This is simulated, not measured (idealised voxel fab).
The following is a process module called voxel self aligned contacts.
Square cell edge 5 nm, section width 260 nm, ID cut.
Square cells in a grid make up a cross-section in this document, and the grid is given as bands, listed from the top down, each one or more rows of cells. Top height, bottom height, nm. Materials left to right, width each, nm. Single material + "full width" = fills band edge to edge. "blank" = empty. Counting heights begins at 0, where everything beneath is, in the wafer as received, one material. The lowest band has no bottom; it goes on downwards, as "0 down" shows. It should be noted that a width expressed as "30->40" varies in equal increments from row to row of cells within the band, taking the value of the first number at the top row and that of the second number at the bottom row. The designation "all unchanged", where it is given for a processing step, indicates that no cell of the cross-section was altered in the course of that step. The entry titled "Encapsulated voids" provides the empty spaces that have no open way to the top, restricted to those of 8 cells or more. Each is presented as width x height at distance, the distance being measured from the left edge, with all three in nm. On each step's line, the part that comes after the settings is the simulator's own comment on the step. A step line may carry the setting "overlay nm", which, for steps involving a mask, states the distance by which the mask lay to the right of its intended position; negative values denote displacement to the left.

[Process steps foreseen in the plan]
step 1: RECEIVE, material Si
step 2: CONFORMAL_DEP, material SiO2, thk nm 5
step 3: DIRECTIONAL_DEP, material polySi, thk nm 20
step 4: DIRECTIONAL_DEP, material SiN, thk nm 20
step 5: DIRECTIONAL_DEP, material aC, thk nm 10
step 6: PATTERN, tone cover, mask id GATE, material resist, width nm 30, pitch nm 70, thk nm 25, overlay nm 0
step 7: DIRECTIONAL_ETCH, etch materials aC, depth nm 10
step 8: STRIP, etch materials resist
step 9: DIRECTIONAL_ETCH, etch materials SiN, depth nm 20
step 10: DIRECTIONAL_ETCH, etch materials polySi, depth nm 20
step 11: STRIP, etch materials aC
step 12: CONFORMAL_DEP, material SiN, thk nm 10
step 13: DIRECTIONAL_ETCH, etch materials SiN, depth nm 10
step 14: FILL_DEP, material SiO2, thk nm 20
step 15: CMP, height nm 55
step 16: MASKED_ETCH, tone open, mask id CONTACT, width nm 50, pitch nm 70, etch materials SiO2, depth nm 55, overlay nm 0
step 17: CONFORMAL_DEP, material TiN, thk nm 5
step 18: FILL_DEP, material W, thk nm 5
step 19: CMP, height nm 55
step 20: CONFORMAL_DEP, material SiN, thk nm 5

[Below: the first of two wafers, run as planned]

[Cross-sectional view of the wafer in its as-received condition, corresponding to the state after step 1]
0 down | Si full width
Encapsulated voids: none

[Step 2 complete: cross-section through the wafer]
5 to 0 | SiO2 full width
Unchanged below 0.

[Step 3 complete: cross-section through the wafer]
25 to 5 | polySi full width
Unchanged below 5.

[Step 4 complete: cross-section through the wafer]
45 to 25 | SiN full width
Unchanged below 25.

[Step 5 complete: cross-section through the wafer]
55 to 45 | aC full width
Unchanged below 45.

[Step 6 complete: cross-section through the wafer]
80 to 55 | 45 nm blank | 30 nm resist | 40 nm blank | 30 nm resist | 40 nm blank | 30 nm resist | 45 nm blank
Unchanged below 55.

[Step 7 complete: cross-section through the wafer]
70 to 55 | 45 nm blank | 30 nm resist | 40 nm blank | 30 nm resist | 40 nm blank | 30 nm resist | 45 nm blank
55 to 45 | 45 nm blank | 30 nm aC | 40 nm blank | 30 nm aC | 40 nm blank | 30 nm aC | 45 nm blank
Unchanged below 45.

[Step 8 complete: cross-section through the wafer]
55 to 45 | 45 nm blank | 30 nm aC | 40 nm blank | 30 nm aC | 40 nm blank | 30 nm aC | 45 nm blank
Unchanged below 45.

[Step 9 complete: cross-section through the wafer]
55 to 45 | 45 nm blank | 30 nm aC | 40 nm blank | 30 nm aC | 40 nm blank | 30 nm aC | 45 nm blank
45 to 25 | 45 nm blank | 30 nm SiN | 40 nm blank | 30 nm SiN | 40 nm blank | 30 nm SiN | 45 nm blank
Unchanged below 25.

[Step 10 complete: cross-section through the wafer]
55 to 45 | 45 nm blank | 30 nm aC | 40 nm blank | 30 nm aC | 40 nm blank | 30 nm aC | 45 nm blank
45 to 25 | 45 nm blank | 30 nm SiN | 40 nm blank | 30 nm SiN | 40 nm blank | 30 nm SiN | 45 nm blank
25 to 5 | 45 nm blank | 30 nm polySi | 40 nm blank | 30 nm polySi | 40 nm blank | 30 nm polySi | 45 nm blank
Unchanged below 5.

[Step 11 complete: cross-section through the wafer]
45 to 25 | 45 nm blank | 30 nm SiN | 40 nm blank | 30 nm SiN | 40 nm blank | 30 nm SiN | 45 nm blank
Unchanged below 25.

[Step 12 complete: cross-section through the wafer]
55 to 25 | 35 nm blank | 50 nm SiN | 20 nm blank | 50 nm SiN | 20 nm blank | 50 nm SiN | 35 nm blank
25 to 15 | 35 nm blank | 10 nm SiN | 30 nm polySi | 10 nm SiN | 20 nm blank | 10 nm SiN | 30 nm polySi | 10 nm SiN | 20 nm blank | 10 nm SiN | 30 nm polySi | 10 nm SiN | 35 nm blank
15 to 5 | 45 nm SiN | 30 nm polySi | 40 nm SiN | 30 nm polySi | 40 nm SiN | 30 nm polySi | 45 nm SiN
Unchanged below 5.

[Step 13 complete: cross-section through the wafer]
45 to 25 | 35 nm blank | 50 nm SiN | 20 nm blank | 50 nm SiN | 20 nm blank | 50 nm SiN | 35 nm blank
25 to 5 | 35 nm blank | 10 nm SiN | 30 nm polySi | 10 nm SiN | 20 nm blank | 10 nm SiN | 30 nm polySi | 10 nm SiN | 20 nm blank | 10 nm SiN | 30 nm polySi | 10 nm SiN | 35 nm blank
Unchanged below 5.

[Step 14 complete: cross-section through the wafer]
65 to 45 | SiO2 full width
45 to 25 | 35 nm SiO2 | 50 nm SiN | 20 nm SiO2 | 50 nm SiN | 20 nm SiO2 | 50 nm SiN | 35 nm SiO2
25 to 5 | 35 nm SiO2 | 10 nm SiN | 30 nm polySi | 10 nm SiN | 20 nm SiO2 | 10 nm SiN | 30 nm polySi | 10 nm SiN | 20 nm SiO2 | 10 nm SiN | 30 nm polySi | 10 nm SiN | 35 nm SiO2
Unchanged below 5.

[Step 15 complete: cross-section through the wafer]
55 to 45 | SiO2 full width
Unchanged below 45.

[Step 16 complete: cross-section through the wafer]
55 to 45 | 70 nm SiO2 | 50 nm blank | 20 nm SiO2 | 50 nm blank | 70 nm SiO2
45 to 25 | 35 nm SiO2 | 50 nm SiN | 20 nm blank | 50 nm SiN | 20 nm blank | 50 nm SiN | 35 nm SiO2
25 to 5 | 35 nm SiO2 | 10 nm SiN | 30 nm polySi | 10 nm SiN | 20 nm blank | 10 nm SiN | 30 nm polySi | 10 nm SiN | 20 nm blank | 10 nm SiN | 30 nm polySi | 10 nm SiN | 35 nm SiO2
5 to 0 | 85 nm SiO2 | 20 nm blank | 50 nm SiO2 | 20 nm blank | 85 nm SiO2
Unchanged below 0.

[Step 17 complete: cross-section through the wafer]
60 to 55 | 75 nm TiN | 40 nm blank | 30 nm TiN | 40 nm blank | 75 nm TiN
55 to 45 | 70 nm SiO2 | 5->20 nm TiN | 40->10 nm blank | 5->20 nm TiN | 20 nm SiO2 | 5->20 nm TiN | 40->10 nm blank | 5->20 nm TiN | 70 nm SiO2
45 to 25 | 35 nm SiO2 | 50 nm SiN | 5 nm TiN | 10 nm blank | 5 nm TiN | 50 nm SiN | 5 nm TiN | 10 nm blank | 5 nm TiN | 50 nm SiN | 35 nm SiO2
25 to 5 | 35 nm SiO2 | 10 nm SiN | 30 nm polySi | 10 nm SiN | 5 nm TiN | 10 nm blank | 5 nm TiN | 10 nm SiN | 30 nm polySi | 10 nm SiN | 5 nm TiN | 10 nm blank | 5 nm TiN | 10 nm SiN | 30 nm polySi | 10 nm SiN | 35 nm SiO2
5 to 0 | 85 nm SiO2 | 20 nm TiN | 50 nm SiO2 | 20 nm TiN | 85 nm SiO2
Unchanged below 0.

[Step 18 complete: cross-section through the wafer]
65 to 60 | W full width
60 to 55 | 75 nm TiN | 40 nm W | 30 nm TiN | 40 nm W | 75 nm TiN
55 to 45 | 70 nm SiO2 | 5->20 nm TiN | 40->10 nm W | 5->20 nm TiN | 20 nm SiO2 | 5->20 nm TiN | 40->10 nm W | 5->20 nm TiN | 70 nm SiO2
45 to 25 | 35 nm SiO2 | 50 nm SiN | 5 nm TiN | 10 nm W | 5 nm TiN | 50 nm SiN | 5 nm TiN | 10 nm W | 5 nm TiN | 50 nm SiN | 35 nm SiO2
25 to 5 | 35 nm SiO2 | 10 nm SiN | 30 nm polySi | 10 nm SiN | 5 nm TiN | 10 nm W | 5 nm TiN | 10 nm SiN | 30 nm polySi | 10 nm SiN | 5 nm TiN | 10 nm W | 5 nm TiN | 10 nm SiN | 30 nm polySi | 10 nm SiN | 35 nm SiO2
Unchanged below 5.

[Step 19 complete: cross-section through the wafer]
55 to 45 | 70 nm SiO2 | 5->20 nm TiN | 40->10 nm W | 5->20 nm TiN | 20 nm SiO2 | 5->20 nm TiN | 40->10 nm W | 5->20 nm TiN | 70 nm SiO2
Unchanged below 45.

[Step 20 complete: cross-section through the wafer]
60 to 55 | SiN full width
Unchanged below 55.

[Wafer two. Same start, same plan, one slip in execution. Same as wafer one through step 1, inclusive]

Second wafer: cross-section at the scheduled end of step 2: all unchanged

[Second wafer: cross-section at the scheduled end of step 3]
20 to 0 | polySi full width
Unchanged below 0.

[Second wafer: cross-section at the scheduled end of step 4]
40 to 20 | SiN full width
Unchanged below 20.

[Second wafer: cross-section at the scheduled end of step 5]
50 to 40 | aC full width
Unchanged below 40.

[Second wafer: cross-section at the scheduled end of step 6]
75 to 50 | 45 nm blank | 30 nm resist | 40 nm blank | 30 nm resist | 40 nm blank | 30 nm resist | 45 nm blank
Unchanged below 50.

[Second wafer: cross-section at the scheduled end of step 7]
65 to 50 | 45 nm blank | 30 nm resist | 40 nm blank | 30 nm resist | 40 nm blank | 30 nm resist | 45 nm blank
50 to 40 | 45 nm blank | 30 nm aC | 40 nm blank | 30 nm aC | 40 nm blank | 30 nm aC | 45 nm blank
Unchanged below 40.

[Second wafer: cross-section at the scheduled end of step 8]
50 to 40 | 45 nm blank | 30 nm aC | 40 nm blank | 30 nm aC | 40 nm blank | 30 nm aC | 45 nm blank
Unchanged below 40.

[Second wafer: cross-section at the scheduled end of step 9]
50 to 40 | 45 nm blank | 30 nm aC | 40 nm blank | 30 nm aC | 40 nm blank | 30 nm aC | 45 nm blank
40 to 20 | 45 nm blank | 30 nm SiN | 40 nm blank | 30 nm SiN | 40 nm blank | 30 nm SiN | 45 nm blank
Unchanged below 20.

[Second wafer: cross-section at the scheduled end of step 10]
50 to 40 | 45 nm blank | 30 nm aC | 40 nm blank | 30 nm aC | 40 nm blank | 30 nm aC | 45 nm blank
40 to 20 | 45 nm blank | 30 nm SiN | 40 nm blank | 30 nm SiN | 40 nm blank | 30 nm SiN | 45 nm blank
20 to 0 | 45 nm blank | 30 nm polySi | 40 nm blank | 30 nm polySi | 40 nm blank | 30 nm polySi | 45 nm blank
Unchanged below 0.

[Second wafer: cross-section at the scheduled end of step 11]
40 to 20 | 45 nm blank | 30 nm SiN | 40 nm blank | 30 nm SiN | 40 nm blank | 30 nm SiN | 45 nm blank
Unchanged below 20.

[Second wafer: cross-section at the scheduled end of step 12]
50 to 20 | 35 nm blank | 50 nm SiN | 20 nm blank | 50 nm SiN | 20 nm blank | 50 nm SiN | 35 nm blank
20 to 10 | 35 nm blank | 10 nm SiN | 30 nm polySi | 10 nm SiN | 20 nm blank | 10 nm SiN | 30 nm polySi | 10 nm SiN | 20 nm blank | 10 nm SiN | 30 nm polySi | 10 nm SiN | 35 nm blank
10 to 0 | 45 nm SiN | 30 nm polySi | 40 nm SiN | 30 nm polySi | 40 nm SiN | 30 nm polySi | 45 nm SiN
Unchanged below 0.

[Second wafer: cross-section at the scheduled end of step 13]
40 to 20 | 35 nm blank | 50 nm SiN | 20 nm blank | 50 nm SiN | 20 nm blank | 50 nm SiN | 35 nm blank
20 to 0 | 35 nm blank | 10 nm SiN | 30 nm polySi | 10 nm SiN | 20 nm blank | 10 nm SiN | 30 nm polySi | 10 nm SiN | 20 nm blank | 10 nm SiN | 30 nm polySi | 10 nm SiN | 35 nm blank
Unchanged below 0.

[Second wafer: cross-section at the scheduled end of step 14]
60 to 40 | SiO2 full width
40 to 20 | 35 nm SiO2 | 50 nm SiN | 20 nm SiO2 | 50 nm SiN | 20 nm SiO2 | 50 nm SiN | 35 nm SiO2
20 to 0 | 35 nm SiO2 | 10 nm SiN | 30 nm polySi | 10 nm SiN | 20 nm SiO2 | 10 nm SiN | 30 nm polySi | 10 nm SiN | 20 nm SiO2 | 10 nm SiN | 30 nm polySi | 10 nm SiN | 35 nm SiO2
Unchanged below 0.

[Second wafer: cross-section at the scheduled end of step 15]
55 to 40 | SiO2 full width
Unchanged below 40.

[Second wafer: cross-section at the scheduled end of step 16]
55 to 40 | 70 nm SiO2 | 50 nm blank | 20 nm SiO2 | 50 nm blank | 70 nm SiO2
40 to 20 | 35 nm SiO2 | 50 nm SiN | 20 nm blank | 50 nm SiN | 20 nm blank | 50 nm SiN | 35 nm SiO2
20 to 0 | 35 nm SiO2 | 10 nm SiN | 30 nm polySi | 10 nm SiN | 20 nm blank | 10 nm SiN | 30 nm polySi | 10 nm SiN | 20 nm blank | 10 nm SiN | 30 nm polySi | 10 nm SiN | 35 nm SiO2
Unchanged below 0.

[Second wafer: cross-section at the scheduled end of step 17]
60 to 55 | 75 nm TiN | 40 nm blank | 30 nm TiN | 40 nm blank | 75 nm TiN
55 to 45 | 70 nm SiO2 | 5 nm TiN | 40 nm blank | 5 nm TiN | 20 nm SiO2 | 5 nm TiN | 40 nm blank | 5 nm TiN | 70 nm SiO2
45 to 40 | 70 nm SiO2 | 20 nm TiN | 10 nm blank | 20 nm TiN | 20 nm SiO2 | 20 nm TiN | 10 nm blank | 20 nm TiN | 70 nm SiO2
40 to 20 | 35 nm SiO2 | 50 nm SiN | 5 nm TiN | 10 nm blank | 5 nm TiN | 50 nm SiN | 5 nm TiN | 10 nm blank | 5 nm TiN | 50 nm SiN | 35 nm SiO2
20 to 5 | 35 nm SiO2 | 10 nm SiN | 30 nm polySi | 10 nm SiN | 5 nm TiN | 10 nm blank | 5 nm TiN | 10 nm SiN | 30 nm polySi | 10 nm SiN | 5 nm TiN | 10 nm blank | 5 nm TiN | 10 nm SiN | 30 nm polySi | 10 nm SiN | 35 nm SiO2
5 to 0 | 35 nm SiO2 | 10 nm SiN | 30 nm polySi | 10 nm SiN | 20 nm TiN | 10 nm SiN | 30 nm polySi | 10 nm SiN | 20 nm TiN | 10 nm SiN | 30 nm polySi | 10 nm SiN | 35 nm SiO2
Unchanged below 0.

[Second wafer: cross-section at the scheduled end of step 18]
65 to 60 | W full width
60 to 55 | 75 nm TiN | 40 nm W | 30 nm TiN | 40 nm W | 75 nm TiN
55 to 45 | 70 nm SiO2 | 5 nm TiN | 40 nm W | 5 nm TiN | 20 nm SiO2 | 5 nm TiN | 40 nm W | 5 nm TiN | 70 nm SiO2
45 to 40 | 70 nm SiO2 | 20 nm TiN | 10 nm W | 20 nm TiN | 20 nm SiO2 | 20 nm TiN | 10 nm W | 20 nm TiN | 70 nm SiO2
40 to 20 | 35 nm SiO2 | 50 nm SiN | 5 nm TiN | 10 nm W | 5 nm TiN | 50 nm SiN | 5 nm TiN | 10 nm W | 5 nm TiN | 50 nm SiN | 35 nm SiO2
20 to 5 | 35 nm SiO2 | 10 nm SiN | 30 nm polySi | 10 nm SiN | 5 nm TiN | 10 nm W | 5 nm TiN | 10 nm SiN | 30 nm polySi | 10 nm SiN | 5 nm TiN | 10 nm W | 5 nm TiN | 10 nm SiN | 30 nm polySi | 10 nm SiN | 35 nm SiO2
Unchanged below 5.

[Second wafer: cross-section at the scheduled end of step 19]
55 to 45 | 70 nm SiO2 | 5 nm TiN | 40 nm W | 5 nm TiN | 20 nm SiO2 | 5 nm TiN | 40 nm W | 5 nm TiN | 70 nm SiO2
Unchanged below 45.

[Second wafer: cross-section at the scheduled end of step 20]
60 to 55 | SiN full width
Unchanged below 55.
Against the plan, the run slipped here: step 2 of the plan: omitted, not performed
Cell-count delta at end, second wafer over first, by material: -12 SiO2 | +12 W
